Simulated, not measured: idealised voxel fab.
process module | voxel wiring stack
cross-section cut | 205 nm wide | cells 5 nm
A cross-section is a grid of square cells, given in bands from the top down. A band is one or more rows of cells.
Each band's line starts with the height of the band's top and of its bottom, in nm. Then come its materials from left to right, each with its width in nm. One material with "throughout" fills the band from edge to edge. "air" is empty space.
Height 0 is the level under which the wafer as received is all one material. The lowest band goes on downwards, as in "0 down".
A width such as "30 to 40" changes by the same amount from each row of cells to the next, from the band's top row to its bottom row.
"no change" after a step means that no cell of the cross-section changed.
closed voids: empty space of 8 cells or more with no open way to the top, each as width x height at its distance from the left edge, in nm
after a step's settings: what the simulator itself notes on the step
overlay nm, on a step with a mask: how far to the right of its planned place the mask lay; to the left if negative
plan
1 op RECEIVE | material Si
2 op CONFORMAL_DEP | material SiO2 | thk nm 10
3 op CONFORMAL_DEP | material SiN | thk nm 5
4 op DIRECTIONAL_DEP | material SiO2 | thk nm 20
5 op DIRECTIONAL_DEP | material aC | thk nm 15
6 op PATTERN | tone open | mask id METAL_1 | material resist | width nm 25 | pitch nm 50 | thk nm 35 | overlay nm 0
7 op DIRECTIONAL_ETCH | etch materials aC | depth nm 15
8 op STRIP | etch materials resist
9 op DIRECTIONAL_ETCH | etch materials SiO2 | depth nm 20
10 op DIRECTIONAL_ETCH | etch materials SiN | depth nm 5
11 op STRIP | etch materials aC
12 op CONFORMAL_DEP | material TiN | thk nm 5
13 op FILL_DEP | material W | thk nm 5
14 op CMP | height nm 35
15 op EPI | material Ru | thk nm 5
16 op FILL_DEP | material SiCN | thk nm 5
17 op DIRECTIONAL_DEP | material lowk | thk nm 35
18 op MASKED_ETCH | tone open | mask id METAL_2_HOLES | width nm 15 | pitch nm 50 | etch materials lowk | depth nm 35 | overlay nm 0
19 op MASKED_ETCH | tone open | mask id METAL_2 | width nm 25 | pitch nm 50 | etch materials lowk | depth nm 20 | overlay nm 0
20 op MASKED_ETCH | tone open | mask id METAL_2 | width nm 25 | pitch nm 50 | etch materials SiCN | depth nm 5 | overlay nm 0
21 op CONFORMAL_DEP | material TiN | thk nm 5
22 op FILL_DEP | material Cu | thk nm 10
23 op CMP | height nm 80
24 op CONFORMAL_DEP | material SiCN | thk nm 5
25 op DIRECTIONAL_DEP | material SiO2 | thk nm 30
26 op PATTERN | tone open | mask id METAL_3_HOLES | material resist | width nm 15 | pitch nm 50 | thk nm 15 | overlay nm 0
27 op DIRECTIONAL_ETCH | etch materials SiO2 | depth nm 30
28 op STRIP | etch materials resist
29 op DIRECTIONAL_DEP | material aC | thk nm 15
30 op PATTERN | tone open | mask id METAL_3 | material resist | width nm 25 | pitch nm 50 | thk nm 35 | overlay nm 0
31 op DIRECTIONAL_ETCH | etch materials aC | depth nm 15
32 op STRIP | etch materials resist
33 op DIRECTIONAL_ETCH | etch materials SiO2 | depth nm 20
34 op DIRECTIONAL_ETCH | etch materials SiCN | depth nm 5
35 op STRIP | etch materials aC
36 op CONFORMAL_DEP | material TiN | thk nm 5
37 op FILL_DEP | material Ru | thk nm 10
38 op CMP | height nm 115
39 op CONFORMAL_DEP | material SiCN | thk nm 5
first wafer, as planned
as received, after step 1
  0 down: Si throughout
  closed voids: none
after step 2
  10 to 0: SiO2 throughout
  below 0: unchanged
after step 3
  15 to 10: SiN throughout
  below 10: unchanged
after step 4
  35 to 15: SiO2 throughout
  below 15: unchanged
after step 5
  50 to 35: aC throughout
  below 35: unchanged
after step 6
  85 to 50: resist 40 | air 25 | resist 25 | air 25 | resist 25 | air 25 | resist 40
  below 50: unchanged
after step 7
  70 to 50: resist 40 | air 25 | resist 25 | air 25 | resist 25 | air 25 | resist 40
  50 to 35: aC 40 | air 25 | aC 25 | air 25 | aC 25 | air 25 | aC 40
  below 35: unchanged
after step 8
  50 to 35: aC 40 | air 25 | aC 25 | air 25 | aC 25 | air 25 | aC 40
  below 35: unchanged
after step 9
  50 to 35: aC 40 | air 25 | aC 25 | air 25 | aC 25 | air 25 | aC 40
  35 to 15: SiO2 40 | air 25 | SiO2 25 | air 25 | SiO2 25 | air 25 | SiO2 40
  below 15: unchanged
after step 10
  50 to 35: aC 40 | air 25 | aC 25 | air 25 | aC 25 | air 25 | aC 40
  35 to 15: SiO2 40 | air 25 | SiO2 25 | air 25 | SiO2 25 | air 25 | SiO2 40
  15 to 10: SiN 40 | air 25 | SiN 25 | air 25 | SiN 25 | air 25 | SiN 40
  below 10: unchanged
after step 11
  35 to 15: SiO2 40 | air 25 | SiO2 25 | air 25 | SiO2 25 | air 25 | SiO2 40
  below 15: unchanged
after step 12
  40 to 35: TiN 45 | air 15 | TiN 35 | air 15 | TiN 35 | air 15 | TiN 45
  35 to 15: SiO2 40 | TiN 5 | air 15 | TiN 5 | SiO2 25 | TiN 5 | air 15 | TiN 5 | SiO2 25 | TiN 5 | air 15 | TiN 5 | SiO2 40
  15 to 10: SiN 40 | TiN 25 | SiN 25 | TiN 25 | SiN 25 | TiN 25 | SiN 40
  below 10: unchanged
after step 13
  45 to 40: W throughout
  40 to 35: TiN 45 | W 15 | TiN 35 | W 15 | TiN 35 | W 15 | TiN 45
  35 to 15: SiO2 40 | TiN 5 | W 15 | TiN 5 | SiO2 25 | TiN 5 | W 15 | TiN 5 | SiO2 25 | TiN 5 | W 15 | TiN 5 | SiO2 40
  below 15: unchanged
after step 14
  35 to 15: SiO2 40 | TiN 5 | W 15 | TiN 5 | SiO2 25 | TiN 5 | W 15 | TiN 5 | SiO2 25 | TiN 5 | W 15 | TiN 5 | SiO2 40
  below 15: unchanged
after step 15
  40 to 35: air 35 | Ru 35 | air 15 | Ru 35 | air 15 | Ru 35 | air 35
  below 35: unchanged
after step 16
  45 to 40: SiCN throughout
  40 to 35: SiCN 35 | Ru 35 | SiCN 15 | Ru 35 | SiCN 15 | Ru 35 | SiCN 35
  below 35: unchanged
after step 17
  80 to 45: lowk throughout
  below 45: unchanged
after step 18
  80 to 45: lowk 40 | air 15 | lowk 35 | air 15 | lowk 35 | air 15 | lowk 50
  below 45: unchanged
after step 19
  80 to 60: lowk 40 | air 25 | lowk 25 | air 25 | lowk 25 | air 25 | lowk 40
  below 60: unchanged
after step 20
  80 to 60: lowk 40 | air 25 | lowk 25 | air 25 | lowk 25 | air 25 | lowk 40
  60 to 45: lowk 40 | air 15 | lowk 35 | air 15 | lowk 35 | air 15 | lowk 50
  45 to 40: SiCN 40 | air 15 | SiCN 35 | air 15 | SiCN 35 | air 15 | SiCN 50
  below 40: unchanged
after step 21
  85 to 80: TiN 45 | air 15 | TiN 35 | air 15 | TiN 35 | air 15 | TiN 45
  80 to 65: lowk 40 | TiN 5 | air 15 | TiN 5 | lowk 25 | TiN 5 | air 15 | TiN 5 | lowk 25 | TiN 5 | air 15 | TiN 5 | lowk 40
  65 to 60: lowk 40 | TiN 5 | air 5 | TiN 15 | lowk 25 | TiN 5 | air 5 | TiN 15 | lowk 25 | TiN 5 | air 5 | TiN 15 | lowk 40
  60 to 45: lowk 40 | TiN 5 | air 5 | TiN 5 | lowk 35 | TiN 5 | air 5 | TiN 5 | lowk 35 | TiN 5 | air 5 | TiN 5 | lowk 50
  45 to 40: SiCN 40 | TiN 15 | SiCN 35 | TiN 15 | SiCN 35 | TiN 15 | SiCN 50
  below 40: unchanged
after step 22
  95 to 85: Cu throughout
  85 to 80: TiN 45 | Cu 15 | TiN 35 | Cu 15 | TiN 35 | Cu 15 | TiN 45
  80 to 65: lowk 40 | TiN 5 | Cu 15 | TiN 5 | lowk 25 | TiN 5 | Cu 15 | TiN 5 | lowk 25 | TiN 5 | Cu 15 | TiN 5 | lowk 40
  65 to 60: lowk 40 | TiN 5 | Cu 5 | TiN 15 | lowk 25 | TiN 5 | Cu 5 | TiN 15 | lowk 25 | TiN 5 | Cu 5 | TiN 15 | lowk 40
  60 to 45: lowk 40 | TiN 5 | Cu 5 | TiN 5 | lowk 35 | TiN 5 | Cu 5 | TiN 5 | lowk 35 | TiN 5 | Cu 5 | TiN 5 | lowk 50
  below 45: unchanged
after step 23
  80 to 65: lowk 40 | TiN 5 | Cu 15 | TiN 5 | lowk 25 | TiN 5 | Cu 15 | TiN 5 | lowk 25 | TiN 5 | Cu 15 | TiN 5 | lowk 40
  below 65: unchanged
after step 24
  85 to 80: SiCN throughout
  below 80: unchanged
after step 25
  115 to 85: SiO2 throughout
  below 85: unchanged
after step 26
  130 to 115: resist 40 | air 15 | resist 35 | air 15 | resist 35 | air 15 | resist 50
  below 115: unchanged
after step 27
  130 to 115: resist 40 | air 15 | resist 35 | air 15 | resist 35 | air 15 | resist 50
  115 to 85: SiO2 40 | air 15 | SiO2 35 | air 15 | SiO2 35 | air 15 | SiO2 50
  below 85: unchanged
after step 28
  115 to 85: SiO2 40 | air 15 | SiO2 35 | air 15 | SiO2 35 | air 15 | SiO2 50
  below 85: unchanged
after step 29
  130 to 115: aC 40 | air 15 | aC 35 | air 15 | aC 35 | air 15 | aC 50
  115 to 100: SiO2 40 | air 15 | SiO2 35 | air 15 | SiO2 35 | air 15 | SiO2 50
  100 to 85: SiO2 40 | aC 15 | SiO2 35 | aC 15 | SiO2 35 | aC 15 | SiO2 50
  below 85: unchanged
after step 30
  165 to 130: resist 40 | air 25 | resist 25 | air 25 | resist 25 | air 25 | resist 40
  below 130: unchanged
after step 31
  150 to 130: resist 40 | air 25 | resist 25 | air 25 | resist 25 | air 25 | resist 40
  130 to 115: aC 40 | air 25 | aC 25 | air 25 | aC 25 | air 25 | aC 40
  115 to 85: SiO2 40 | air 15 | SiO2 35 | air 15 | SiO2 35 | air 15 | SiO2 50
  below 85: unchanged
after step 32
  130 to 115: aC 40 | air 25 | aC 25 | air 25 | aC 25 | air 25 | aC 40
  below 115: unchanged
after step 33
  130 to 115: aC 40 | air 25 | aC 25 | air 25 | aC 25 | air 25 | aC 40
  115 to 95: SiO2 40 | air 25 | SiO2 25 | air 25 | SiO2 25 | air 25 | SiO2 40
  below 95: unchanged
after step 34
  130 to 115: aC 40 | air 25 | aC 25 | air 25 | aC 25 | air 25 | aC 40
  115 to 95: SiO2 40 | air 25 | SiO2 25 | air 25 | SiO2 25 | air 25 | SiO2 40
  95 to 85: SiO2 40 | air 15 | SiO2 35 | air 15 | SiO2 35 | air 15 | SiO2 50
  85 to 80: SiCN 40 | air 15 | SiCN 35 | air 15 | SiCN 35 | air 15 | SiCN 50
  below 80: unchanged
after step 35
  115 to 95: SiO2 40 | air 25 | SiO2 25 | air 25 | SiO2 25 | air 25 | SiO2 40
  below 95: unchanged
after step 36
  120 to 115: TiN 45 | air 15 | TiN 35 | air 15 | TiN 35 | air 15 | TiN 45
  115 to 100: SiO2 40 | TiN 5 | air 15 | TiN 5 | SiO2 25 | TiN 5 | air 15 | TiN 5 | SiO2 25 | TiN 5 | air 15 | TiN 5 | SiO2 40
  100 to 95: SiO2 40 | TiN 5 | air 5 | TiN 15 | SiO2 25 | TiN 5 | air 5 | TiN 15 | SiO2 25 | TiN 5 | air 5 | TiN 15 | SiO2 40
  95 to 85: SiO2 40 | TiN 5 | air 5 | TiN 5 | SiO2 35 | TiN 5 | air 5 | TiN 5 | SiO2 35 | TiN 5 | air 5 | TiN 5 | SiO2 50
  85 to 80: SiCN 40 | TiN 15 | SiCN 35 | TiN 15 | SiCN 35 | TiN 15 | SiCN 50
  below 80: unchanged
after step 37
  130 to 120: Ru throughout
  120 to 115: TiN 45 | Ru 15 | TiN 35 | Ru 15 | TiN 35 | Ru 15 | TiN 45
  115 to 100: SiO2 40 | TiN 5 | Ru 15 | TiN 5 | SiO2 25 | TiN 5 | Ru 15 | TiN 5 | SiO2 25 | TiN 5 | Ru 15 | TiN 5 | SiO2 40
  100 to 95: SiO2 40 | TiN 5 | Ru 5 | TiN 15 | SiO2 25 | TiN 5 | Ru 5 | TiN 15 | SiO2 25 | TiN 5 | Ru 5 | TiN 15 | SiO2 40
  95 to 85: SiO2 40 | TiN 5 | Ru 5 | TiN 5 | SiO2 35 | TiN 5 | Ru 5 | TiN 5 | SiO2 35 | TiN 5 | Ru 5 | TiN 5 | SiO2 50
  below 85: unchanged
after step 38
  115 to 100: SiO2 40 | TiN 5 | Ru 15 | TiN 5 | SiO2 25 | TiN 5 | Ru 15 | TiN 5 | SiO2 25 | TiN 5 | Ru 15 | TiN 5 | SiO2 40
  below 100: unchanged
after step 39
  120 to 115: SiCN throughout
  below 115: unchanged
second wafer: like start, like plan, one mistake. Through step 18 it matches the first wafer
when step 19 should have ended
  80 to 60: lowk 35 | air 25 | lowk 25 | air 25 | lowk 25 | air 25 | lowk 45
  below 60: unchanged
when step 20 should have ended
  80 to 60: lowk 35 | air 25 | lowk 25 | air 25 | lowk 25 | air 25 | lowk 45
  60 to 45: lowk 40 | air 15 | lowk 35 | air 15 | lowk 35 | air 15 | lowk 50
  45 to 40: SiCN 40 | air 15 | SiCN 35 | air 15 | SiCN 35 | air 15 | SiCN 50
  below 40: unchanged
when step 21 should have ended
  85 to 80: TiN 40 | air 15 | TiN 35 | air 15 | TiN 35 | air 15 | TiN 50
  80 to 65: lowk 35 | TiN 5 | air 15 | TiN 5 | lowk 25 | TiN 5 | air 15 | TiN 5 | lowk 25 | TiN 5 | air 15 | TiN 5 | lowk 45
  65 to 60: lowk 35 | TiN 10 | air 5 | TiN 10 | lowk 25 | TiN 10 | air 5 | TiN 10 | lowk 25 | TiN 10 | air 5 | TiN 10 | lowk 45
  60 to 45: lowk 40 | TiN 5 | air 5 | TiN 5 | lowk 35 | TiN 5 | air 5 | TiN 5 | lowk 35 | TiN 5 | air 5 | TiN 5 | lowk 50
  45 to 40: SiCN 40 | TiN 15 | SiCN 35 | TiN 15 | SiCN 35 | TiN 15 | SiCN 50
  below 40: unchanged
when step 22 should have ended
  95 to 85: Cu throughout
  85 to 80: TiN 40 | Cu 15 | TiN 35 | Cu 15 | TiN 35 | Cu 15 | TiN 50
  80 to 65: lowk 35 | TiN 5 | Cu 15 | TiN 5 | lowk 25 | TiN 5 | Cu 15 | TiN 5 | lowk 25 | TiN 5 | Cu 15 | TiN 5 | lowk 45
  65 to 60: lowk 35 | TiN 10 | Cu 5 | TiN 10 | lowk 25 | TiN 10 | Cu 5 | TiN 10 | lowk 25 | TiN 10 | Cu 5 | TiN 10 | lowk 45
  60 to 45: lowk 40 | TiN 5 | Cu 5 | TiN 5 | lowk 35 | TiN 5 | Cu 5 | TiN 5 | lowk 35 | TiN 5 | Cu 5 | TiN 5 | lowk 50
  below 45: unchanged
when step 23 should have ended
  80 to 65: lowk 35 | TiN 5 | Cu 15 | TiN 5 | lowk 25 | TiN 5 | Cu 15 | TiN 5 | lowk 25 | TiN 5 | Cu 15 | TiN 5 | lowk 45
  below 65: unchanged
when step 24 should have ended
  85 to 80: SiCN throughout
  below 80: unchanged
when step 25 should have ended
  115 to 85: SiO2 throughout
  below 85: unchanged
when step 26 should have ended
  130 to 115: resist 40 | air 15 | resist 35 | air 15 | resist 35 | air 15 | resist 50
  below 115: unchanged
when step 27 should have ended
  130 to 115: resist 40 | air 15 | resist 35 | air 15 | resist 35 | air 15 | resist 50
  115 to 85: SiO2 40 | air 15 | SiO2 35 | air 15 | SiO2 35 | air 15 | SiO2 50
  below 85: unchanged
when step 28 should have ended
  115 to 85: SiO2 40 | air 15 | SiO2 35 | air 15 | SiO2 35 | air 15 | SiO2 50
  below 85: unchanged
when step 29 should have ended
  130 to 115: aC 40 | air 15 | aC 35 | air 15 | aC 35 | air 15 | aC 50
  115 to 100: SiO2 40 | air 15 | SiO2 35 | air 15 | SiO2 35 | air 15 | SiO2 50
  100 to 85: SiO2 40 | aC 15 | SiO2 35 | aC 15 | SiO2 35 | aC 15 | SiO2 50
  below 85: unchanged
when step 30 should have ended
  165 to 130: resist 40 | air 25 | resist 25 | air 25 | resist 25 | air 25 | resist 40
  below 130: unchanged
when step 31 should have ended
  150 to 130: resist 40 | air 25 | resist 25 | air 25 | resist 25 | air 25 | resist 40
  130 to 115: aC 40 | air 25 | aC 25 | air 25 | aC 25 | air 25 | aC 40
  115 to 85: SiO2 40 | air 15 | SiO2 35 | air 15 | SiO2 35 | air 15 | SiO2 50
  below 85: unchanged
when step 32 should have ended
  130 to 115: aC 40 | air 25 | aC 25 | air 25 | aC 25 | air 25 | aC 40
  below 115: unchanged
when step 33 should have ended
  130 to 115: aC 40 | air 25 | aC 25 | air 25 | aC 25 | air 25 | aC 40
  115 to 95: SiO2 40 | air 25 | SiO2 25 | air 25 | SiO2 25 | air 25 | SiO2 40
  below 95: unchanged
when step 34 should have ended
  130 to 115: aC 40 | air 25 | aC 25 | air 25 | aC 25 | air 25 | aC 40
  115 to 95: SiO2 40 | air 25 | SiO2 25 | air 25 | SiO2 25 | air 25 | SiO2 40
  95 to 85: SiO2 40 | air 15 | SiO2 35 | air 15 | SiO2 35 | air 15 | SiO2 50
  85 to 80: SiCN 40 | air 15 | SiCN 35 | air 15 | SiCN 35 | air 15 | SiCN 50
  below 80: unchanged
when step 35 should have ended
  115 to 95: SiO2 40 | air 25 | SiO2 25 | air 25 | SiO2 25 | air 25 | SiO2 40
  below 95: unchanged
when step 36 should have ended
  120 to 115: TiN 45 | air 15 | TiN 35 | air 15 | TiN 35 | air 15 | TiN 45
  115 to 100: SiO2 40 | TiN 5 | air 15 | TiN 5 | SiO2 25 | TiN 5 | air 15 | TiN 5 | SiO2 25 | TiN 5 | air 15 | TiN 5 | SiO2 40
  100 to 95: SiO2 40 | TiN 5 | air 5 | TiN 15 | SiO2 25 | TiN 5 | air 5 | TiN 15 | SiO2 25 | TiN 5 | air 5 | TiN 15 | SiO2 40
  95 to 85: SiO2 40 | TiN 5 | air 5 | TiN 5 | SiO2 35 | TiN 5 | air 5 | TiN 5 | SiO2 35 | TiN 5 | air 5 | TiN 5 | SiO2 50
  85 to 80: SiCN 40 | TiN 15 | SiCN 35 | TiN 15 | SiCN 35 | TiN 15 | SiCN 50
  below 80: unchanged
when step 37 should have ended
  130 to 120: Ru throughout
  120 to 115: TiN 45 | Ru 15 | TiN 35 | Ru 15 | TiN 35 | Ru 15 | TiN 45
  115 to 100: SiO2 40 | TiN 5 | Ru 15 | TiN 5 | SiO2 25 | TiN 5 | Ru 15 | TiN 5 | SiO2 25 | TiN 5 | Ru 15 | TiN 5 | SiO2 40
  100 to 95: SiO2 40 | TiN 5 | Ru 5 | TiN 15 | SiO2 25 | TiN 5 | Ru 5 | TiN 15 | SiO2 25 | TiN 5 | Ru 5 | TiN 15 | SiO2 40
  95 to 85: SiO2 40 | TiN 5 | Ru 5 | TiN 5 | SiO2 35 | TiN 5 | Ru 5 | TiN 5 | SiO2 35 | TiN 5 | Ru 5 | TiN 5 | SiO2 50
  below 85: unchanged
when step 38 should have ended
  115 to 100: SiO2 40 | TiN 5 | Ru 15 | TiN 5 | SiO2 25 | TiN 5 | Ru 15 | TiN 5 | SiO2 25 | TiN 5 | Ru 15 | TiN 5 | SiO2 40
  below 100: unchanged
when step 39 should have ended
  120 to 115: SiCN throughout
  below 115: unchanged
what went wrong: step 19 ran as: op MASKED_ETCH | tone open | mask id METAL_2 | width nm 25 | pitch nm 50 | etch materials lowk | depth nm 20 | overlay nm -5
at the end the second wafer has, in cells: as many of each material as the first, in other places
